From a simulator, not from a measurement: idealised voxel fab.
process module | voxel gate over fins
cross-section cut | 280 nm wide | cells 5 nm
A cross-section is a grid of square cells, given in bands from the top down. A band is one or more rows of cells.
Each band's line starts with the height of the band's top and of its bottom, in nm. Then come its materials from left to right, each with its width in nm. One material with "throughout" fills the band from edge to edge. "air" is empty space.
Height 0 is the level under which the wafer as received is all one material. The lowest band goes on downwards, as in "0 down".
A width such as "30 to 40" changes by the same amount from each row of cells to the next, from the band's top row to its bottom row.
"no change" after a step means that no cell of the cross-section changed.
closed voids: empty space of 8 cells or more with no open way to the top, each as width x height at its distance from the left edge, in nm
after a step's settings: what the simulator itself notes on the step
overlay nm, on a step with a mask: how far to the right of its planned place the mask lay; to the left if negative
plan
1 op RECEIVE | material Si
2 op CONFORMAL_DEP | material SiN | thk nm 5
3 op DIRECTIONAL_DEP | material aC | thk nm 10
4 op PATTERN | tone cover | mask id FINS | material resist | width nm 15 | pitch nm 45 | thk nm 25 | overlay nm 0
5 op DIRECTIONAL_ETCH | etch materials aC | depth nm 10
6 op STRIP | etch materials resist
7 op DIRECTIONAL_ETCH | etch materials SiN | depth nm 5
8 op DIRECTIONAL_ETCH | etch materials Si | depth nm 30
9 op STRIP | etch materials aC
10 op FILL_DEP | material SiO2 | thk nm 10
11 op CMP | height nm 5
12 op SELECTIVE_ETCH | etch materials SiO2 | depth nm 20
13 op STRIP | etch materials SiN
14 op CONFORMAL_DEP | material HfO2 | thk nm 5
15 op CONFORMAL_DEP | material TiN | thk nm 5
16 op CONFORMAL_DEP | material TiAl | thk nm 5
17 op CONFORMAL_DEP | material TiN | thk nm 5
18 op FILL_DEP | material W | thk nm 10
19 op CMP | height nm 25
20 op CONFORMAL_DEP | material SiCN | thk nm 10
as received, after step 1
  0 down: Si throughout
  closed voids: none
first wafer at the end, as planned
  35 to 25: SiCN throughout
  25 to 20: W throughout
  20 to 15: W 45 | TiN 190 | W 45
  15 to 10: W 45 | TiN 5 | TiAl 180 | TiN 5 | W 45
  10 to 5: W 45 | TiN 5 | TiAl 5 | TiN 35 | TiAl 10 | TiN 35 | TiAl 10 | TiN 35 | TiAl 10 | TiN 35 | TiAl 5 | TiN 5 | W 45
  5 to 0: TiN 50 | TiAl 5 | TiN 5 | HfO2 25 | TiN 5 | TiAl 10 | TiN 5 | HfO2 25 | TiN 5 | TiAl 10 | TiN 5 | HfO2 25 | TiN 5 | TiAl 10 | TiN 5 | HfO2 25 | TiN 5 | TiAl 5 | TiN 50
  0 to -5: TiAl 55 | TiN 5 | HfO2 5 | Si 15 | HfO2 5 | TiN 5 | TiAl 10 | TiN 5 | HfO2 5 | Si 15 | HfO2 5 | TiN 5 | TiAl 10 | TiN 5 | HfO2 5 | Si 15 | HfO2 5 | TiN 5 | TiAl 10 | TiN 5 | HfO2 5 | Si 15 | HfO2 5 | TiN 5 | TiAl 55
  -5 to -10: TiN 60 | HfO2 5 | Si 15 | HfO2 5 | TiN 20 | HfO2 5 | Si 15 | HfO2 5 | TiN 20 | HfO2 5 | Si 15 | HfO2 5 | TiN 20 | HfO2 5 | Si 15 | HfO2 5 | TiN 60
  -10 to -15: HfO2 65 | Si 15 | HfO2 30 | Si 15 | HfO2 30 | Si 15 | HfO2 30 | Si 15 | HfO2 65
  -15 to -30: SiO2 65 | Si 15 | SiO2 30 | Si 15 | SiO2 30 | Si 15 | SiO2 30 | Si 15 | SiO2 65
  -30 down: Si throughout
  closed voids: none
second wafer at the end: like start, like plan, one mistake
  35 to 25: SiCN throughout
  25 to 20: W throughout
  20 to 15: W 45 | TiN 195 | W 40
  15 to 10: W 45 | TiN 5 | TiAl 185 | TiN 5 | W 40
  10 to 5: W 45 | TiN 5 | TiAl 5 | TiN 40 | TiAl 5 | TiN 40 | TiAl 5 | TiN 40 | TiAl 5 | TiN 40 | TiAl 5 | TiN 5 | W 40
  5 to 0: TiN 50 | TiAl 5 | TiN 5 | HfO2 30 | TiN 5 | TiAl 5 | TiN 5 | HfO2 30 | TiN 5 | TiAl 5 | TiN 5 | HfO2 30 | TiN 5 | TiAl 5 | TiN 5 | HfO2 30 | TiN 5 | TiAl 5 | TiN 45
  0 to -5: TiAl 55 | TiN 5 | HfO2 5 | Si 20 | HfO2 5 | TiN 5 | TiAl 5 | TiN 5 | HfO2 5 | Si 20 | HfO2 5 | TiN 5 | TiAl 5 | TiN 5 | HfO2 5 | Si 20 | HfO2 5 | TiN 5 | TiAl 5 | TiN 5 | HfO2 5 | Si 20 | HfO2 5 | TiN 5 | TiAl 50
  -5 to -10: TiN 60 | HfO2 5 | Si 20 | HfO2 5 | TiN 15 | HfO2 5 | Si 20 | HfO2 5 | TiN 15 | HfO2 5 | Si 20 | HfO2 5 | TiN 15 | HfO2 5 | Si 20 | HfO2 5 | TiN 55
  -10 to -15: HfO2 65 | Si 20 | HfO2 25 | Si 20 | HfO2 25 | Si 20 | HfO2 25 | Si 20 | HfO2 60
  -15 to -30: SiO2 65 | Si 20 | SiO2 25 | Si 20 | SiO2 25 | Si 20 | SiO2 25 | Si 20 | SiO2 60
  -30 down: Si throughout
  closed voids: none
what went wrong: step 4 ran as: op PATTERN | tone cover | mask id FINS | material resist | width nm 20 | pitch nm 45 | thk nm 25 | overlay nm 0
at the end the second wafer has, in cells: 24 more of Si | 12 fewer of SiO2 | 9 fewer of TiAl | 3 fewer of W
